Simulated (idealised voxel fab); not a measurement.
Documented hereafter: the process module known as voxel air gaps.
It is cross-section cut that appears here, measuring 235 nm in width, its square cells being 5 nm in size.
Cross-section = grid of square cells, listed top down in bands; band = one or more rows. In this notation a band is specified by the heights of its top and bottom, in that order and in nm, after which its materials appear from left to right, each paired with its width in nm. The word "throughout" attached to a single material means that material fills the band from edge to edge; the word "empty" stands for empty space. Height is counted from the level 0, under which the received wafer is composed throughout of one material. The lowest of the bands is not closed at the bottom but continues downward, in the notation "0 -> down". The two numbers in a width such as "30->40" mark its ends across the band: the first belongs to the top row of cells, the second to the bottom row, and from each row to the next the width moves by the same amount. What does "no alteration" mean for a step? It means no cell of the cross-section changed in that step. Look at "Voids, sealed" for the closed voids: empty spaces with no open path to the top, sized 8 cells or up. Each is width x height at distance, distance from the left edge, all nm. That trailing text on a step's line, after the settings, is the simulator's own remark on the step. "overlay nm", when on a step's line for a step with a mask, measures how far to the right of its planned place the mask lay; a negative measure means to the left.
Process steps (planned)
1,RECEIVE | material Si
2,CONFORMAL_DEP | material SiO2 | thk nm 10
3,CONFORMAL_DEP | material SiN | thk nm 5
4,DIRECTIONAL_DEP | material SiO2 | thk nm 40
5,DIRECTIONAL_DEP | material aC | thk nm 15
6,PATTERN | tone open | mask id LINES | material resist | width nm 25 | pitch nm 55 | thk nm 30 | overlay nm 0
7,DIRECTIONAL_ETCH | etch materials aC | depth nm 15
8,STRIP | etch materials resist
9,DIRECTIONAL_ETCH | etch materials SiO2 | depth nm 40
10,STRIP | etch materials aC
11,CONFORMAL_DEP | material TiN | thk nm 5
12,FILL_DEP | material Cu | thk nm 5
13,CMP | height nm 55
14,EPI | material Ru | thk nm 10
15,SELECTIVE_ETCH | etch materials SiO2 | depth nm 50
16,CONFORMAL_DEP | material SiCN | thk nm 5
Wafer, first of two, run as planned
Cross-section of the wafer upon arrival, representing the state reached after step 1
> 0 -> down  Si throughout
> Voids, sealed: none
Wafer after step 2 (cross-section)
> 10 -> 0  SiO2 throughout
> below 0: unchanged
Wafer after step 3 (cross-section)
> 15 -> 10  SiN throughout
> below 10: unchanged
Wafer after step 4 (cross-section)
> 55 -> 15  SiO2 throughout
> below 15: unchanged
Wafer after step 5 (cross-section)
> 70 -> 55  aC throughout
> below 55: unchanged
Wafer after step 6 (cross-section)
> 100 -> 70  resist (20), then empty (25), then resist (30), then empty (25), then resist (30), then empty (25), then resist (30), then empty (25), then resist (25)
> below 70: unchanged
Wafer after step 7 (cross-section)
> 85 -> 70  resist (20), then empty (25), then resist (30), then empty (25), then resist (30), then empty (25), then resist (30), then empty (25), then resist (25)
> 70 -> 55  aC (20), then empty (25), then aC (30), then empty (25), then aC (30), then empty (25), then aC (30), then empty (25), then aC (25)
> below 55: unchanged
Wafer after step 8 (cross-section)
> 70 -> 55  aC (20), then empty (25), then aC (30), then empty (25), then aC (30), then empty (25), then aC (30), then empty (25), then aC (25)
> below 55: unchanged
Wafer after step 9 (cross-section)
> 70 -> 55  aC (20), then empty (25), then aC (30), then empty (25), then aC (30), then empty (25), then aC (30), then empty (25), then aC (25)
> 55 -> 15  SiO2 (20), then empty (25), then SiO2 (30), then empty (25), then SiO2 (30), then empty (25), then SiO2 (30), then empty (25), then SiO2 (25)
> below 15: unchanged
Wafer after step 10 (cross-section)
> 55 -> 15  SiO2 (20), then empty (25), then SiO2 (30), then empty (25), then SiO2 (30), then empty (25), then SiO2 (30), then empty (25), then SiO2 (25)
> below 15: unchanged
Wafer after step 11 (cross-section)
> 60 -> 55  TiN (25), then empty (15), then TiN (40), then empty (15), then TiN (40), then empty (15), then TiN (40), then empty (15), then TiN (30)
> 55 -> 20  SiO2 (20), then TiN (5), then empty (15), then TiN (5), then SiO2 (30), then TiN (5), then empty (15), then TiN (5), then SiO2 (30), then TiN (5), then empty (15), then TiN (5), then SiO2 (30), then TiN (5), then empty (15), then TiN (5), then SiO2 (25)
> 20 -> 15  SiO2 (20), then TiN (25), then SiO2 (30), then TiN (25), then SiO2 (30), then TiN (25), then SiO2 (30), then TiN (25), then SiO2 (25)
> below 15: unchanged
Wafer after step 12 (cross-section)
> 65 -> 60  Cu throughout
> 60 -> 55  TiN (25), then Cu (15), then TiN (40), then Cu (15), then TiN (40), then Cu (15), then TiN (40), then Cu (15), then TiN (30)
> 55 -> 20  SiO2 (20), then TiN (5), then Cu (15), then TiN (5), then SiO2 (30), then TiN (5), then Cu (15), then TiN (5), then SiO2 (30), then TiN (5), then Cu (15), then TiN (5), then SiO2 (30), then TiN (5), then Cu (15), then TiN (5), then SiO2 (25)
> below 20: unchanged
Wafer after step 13 (cross-section)
> 55 -> 20  SiO2 (20), then TiN (5), then Cu (15), then TiN (5), then SiO2 (30), then TiN (5), then Cu (15), then TiN (5), then SiO2 (30), then TiN (5), then Cu (15), then TiN (5), then SiO2 (30), then TiN (5), then Cu (15), then TiN (5), then SiO2 (25)
> below 20: unchanged
Wafer after step 14 (cross-section)
> 65 -> 55  empty (10), then Ru (45), then empty (10), then Ru (45), then empty (10), then Ru (45), then empty (10), then Ru (45), then empty (15)
> below 55: unchanged
Wafer after step 15 (cross-section)
> 65 -> 55  empty (10), then Ru (45), then empty (10), then Ru (45), then empty (10), then Ru (45), then empty (10), then Ru (45), then empty (15)
> 55 -> 20  empty (20), then TiN (5), then Cu (15), then TiN (5), then empty (30), then TiN (5), then Cu (15), then TiN (5), then empty (30), then TiN (5), then Cu (15), then TiN (5), then empty (30), then TiN (5), then Cu (15), then TiN (5), then empty (25)
> 20 -> 15  empty (20), then TiN (25), then empty (30), then TiN (25), then empty (30), then TiN (25), then empty (30), then TiN (25), then empty (25)
> below 15: unchanged
Wafer after step 16 (cross-section)
> 70 -> 65  empty (5), then SiCN (220), then empty (10)
> 65 -> 55  empty (5), then SiCN (5), then Ru (45), then SiCN (10), then Ru (45), then SiCN (10), then Ru (45), then SiCN (10), then Ru (45), then SiCN (5), then empty (10)
> 55 -> 50  empty (5), then SiCN (15), then TiN (5), then Cu (15), then TiN (5), then SiCN (30), then TiN (5), then Cu (15), then TiN (5), then SiCN (30), then TiN (5), then Cu (15), then TiN (5), then SiCN (30), then TiN (5), then Cu (15), then TiN (5), then SiCN (15), then empty (10)
> 50 -> 20  empty (15), then SiCN (5), then TiN (5), then Cu (15), then TiN (5), then SiCN (5), then empty (20), then SiCN (5), then TiN (5), then Cu (15), then TiN (5), then SiCN (5), then empty (20), then SiCN (5), then TiN (5), then Cu (15), then TiN (5), then SiCN (5), then empty (20), then SiCN (5), then TiN (5), then Cu (15), then TiN (5), then SiCN (5), then empty (20)
> 20 -> 15  SiCN (20), then TiN (25), then SiCN (30), then TiN (25), then SiCN (30), then TiN (25), then SiCN (30), then TiN (25), then SiCN (25)
> below 15: unchanged
> Voids, sealed: 20 x 30 at 50; 20 x 30 at 105; 20 x 30 at 160
For the second wafer, take the first wafer's start and plan, then add one mistake made in running it; everything through step 5, that step included, is shared with the first
Second wafer cross-section, taken as of the time the plan sets for step 6 to be done
> 100 -> 70  resist (25), then empty (20), then resist (35), then empty (20), then resist (35), then empty (20), then resist (35), then empty (20), then resist (25)
> below 70: unchanged
Second wafer cross-section, taken as of the time the plan sets for step 7 to be done
> 85 -> 70  resist (25), then empty (20), then resist (35), then empty (20), then resist (35), then empty (20), then resist (35), then empty (20), then resist (25)
> 70 -> 55  aC (25), then empty (20), then aC (35), then empty (20), then aC (35), then empty (20), then aC (35), then empty (20), then aC (25)
> below 55: unchanged
Second wafer cross-section, taken as of the time the plan sets for step 8 to be done
> 70 -> 55  aC (25), then empty (20), then aC (35), then empty (20), then aC (35), then empty (20), then aC (35), then empty (20), then aC (25)
> below 55: unchanged
Second wafer cross-section, taken as of the time the plan sets for step 9 to be done
> 70 -> 55  aC (25), then empty (20), then aC (35), then empty (20), then aC (35), then empty (20), then aC (35), then empty (20), then aC (25)
> 55 -> 15  SiO2 (25), then empty (20), then SiO2 (35), then empty (20), then SiO2 (35), then empty (20), then SiO2 (35), then empty (20), then SiO2 (25)
> below 15: unchanged
Second wafer cross-section, taken as of the time the plan sets for step 10 to be done
> 55 -> 15  SiO2 (25), then empty (20), then SiO2 (35), then empty (20), then SiO2 (35), then empty (20), then SiO2 (35), then empty (20), then SiO2 (25)
> below 15: unchanged
Second wafer cross-section, taken as of the time the plan sets for step 11 to be done
> 60 -> 55  TiN (30), then empty (10), then TiN (45), then empty (10), then TiN (45), then empty (10), then TiN (45), then empty (10), then TiN (30)
> 55 -> 20  SiO2 (25), then TiN (5), then empty (10), then TiN (5), then SiO2 (35), then TiN (5), then empty (10), then TiN (5), then SiO2 (35), then TiN (5), then empty (10), then TiN (5), then SiO2 (35), then TiN (5), then empty (10), then TiN (5), then SiO2 (25)
> 20 -> 15  SiO2 (25), then TiN (20), then SiO2 (35), then TiN (20), then SiO2 (35), then TiN (20), then SiO2 (35), then TiN (20), then SiO2 (25)
> below 15: unchanged
Second wafer cross-section, taken as of the time the plan sets for step 12 to be done
> 65 -> 60  Cu throughout
> 60 -> 55  TiN (30), then Cu (10), then TiN (45), then Cu (10), then TiN (45), then Cu (10), then TiN (45), then Cu (10), then TiN (30)
> 55 -> 20  SiO2 (25), then TiN (5), then Cu (10), then TiN (5), then SiO2 (35), then TiN (5), then Cu (10), then TiN (5), then SiO2 (35), then TiN (5), then Cu (10), then TiN (5), then SiO2 (35), then TiN (5), then Cu (10), then TiN (5), then SiO2 (25)
> below 20: unchanged
Second wafer cross-section, taken as of the time the plan sets for step 13 to be done
> 55 -> 20  SiO2 (25), then TiN (5), then Cu (10), then TiN (5), then SiO2 (35), then TiN (5), then Cu (10), then TiN (5), then SiO2 (35), then TiN (5), then Cu (10), then TiN (5), then SiO2 (35), then TiN (5), then Cu (10), then TiN (5), then SiO2 (25)
> below 20: unchanged
Second wafer cross-section, taken as of the time the plan sets for step 14 to be done
> 65 -> 55  empty (15), then Ru (40), then empty (15), then Ru (40), then empty (15), then Ru (40), then empty (15), then Ru (40), then empty (15)
> below 55: unchanged
Second wafer cross-section, taken as of the time the plan sets for step 15 to be done
> 65 -> 55  empty (15), then Ru (40), then empty (15), then Ru (40), then empty (15), then Ru (40), then empty (15), then Ru (40), then empty (15)
> 55 -> 20  empty (25), then TiN (5), then Cu (10), then TiN (5), then empty (35), then TiN (5), then Cu (10), then TiN (5), then empty (35), then TiN (5), then Cu (10), then TiN (5), then empty (35), then TiN (5), then Cu (10), then TiN (5), then empty (25)
> 20 -> 15  empty (25), then TiN (20), then empty (35), then TiN (20), then empty (35), then TiN (20), then empty (35), then TiN (20), then empty (25)
> below 15: unchanged
Second wafer cross-section, taken as of the time the plan sets for step 16 to be done
> 70 -> 65  empty (10), then SiCN (50), then empty (5), then SiCN (50), then empty (5), then SiCN (50), then empty (5), then SiCN (50), then empty (10)
> 65 -> 55  empty (10), then SiCN (5), then Ru (40), then SiCN (5), then empty (5), then SiCN (5), then Ru (40), then SiCN (5), then empty (5), then SiCN (5), then Ru (40), then SiCN (5), then empty (5), then SiCN (5), then Ru (40), then SiCN (5), then empty (10)
> 55 -> 50  empty (10), then SiCN (15), then TiN (5), then Cu (10), then TiN (5), then SiCN (15), then empty (5), then SiCN (15), then TiN (5), then Cu (10), then TiN (5), then SiCN (15), then empty (5), then SiCN (15), then TiN (5), then Cu (10), then TiN (5), then SiCN (15), then empty (5), then SiCN (15), then TiN (5), then Cu (10), then TiN (5), then SiCN (15), then empty (10)
> 50 -> 20  empty (20), then SiCN (5), then TiN (5), then Cu (10), then TiN (5), then SiCN (5), then empty (25), then SiCN (5), then TiN (5), then Cu (10), then TiN (5), then SiCN (5), then empty (25), then SiCN (5), then TiN (5), then Cu (10), then TiN (5), then SiCN (5), then empty (25), then SiCN (5), then TiN (5), then Cu (10), then TiN (5), then SiCN (5), then empty (20)
> 20 -> 15  SiCN (25), then TiN (20), then SiCN (35), then TiN (20), then SiCN (35), then TiN (20), then SiCN (35), then TiN (20), then SiCN (25)
> below 15: unchanged
Which mistake was made when the wafer was run? step 6 off recipe, ran as PATTERN | tone open | mask id LINES | material resist | width nm 20 | pitch nm 55 | thk nm 30 | overlay nm 0
At the finish, the second wafer shows more or fewer cells for some materials than the first does: -28 Cu; -8 Ru; -4 TiN
End state: 3 closed voids on the first wafer, 0 on the second.
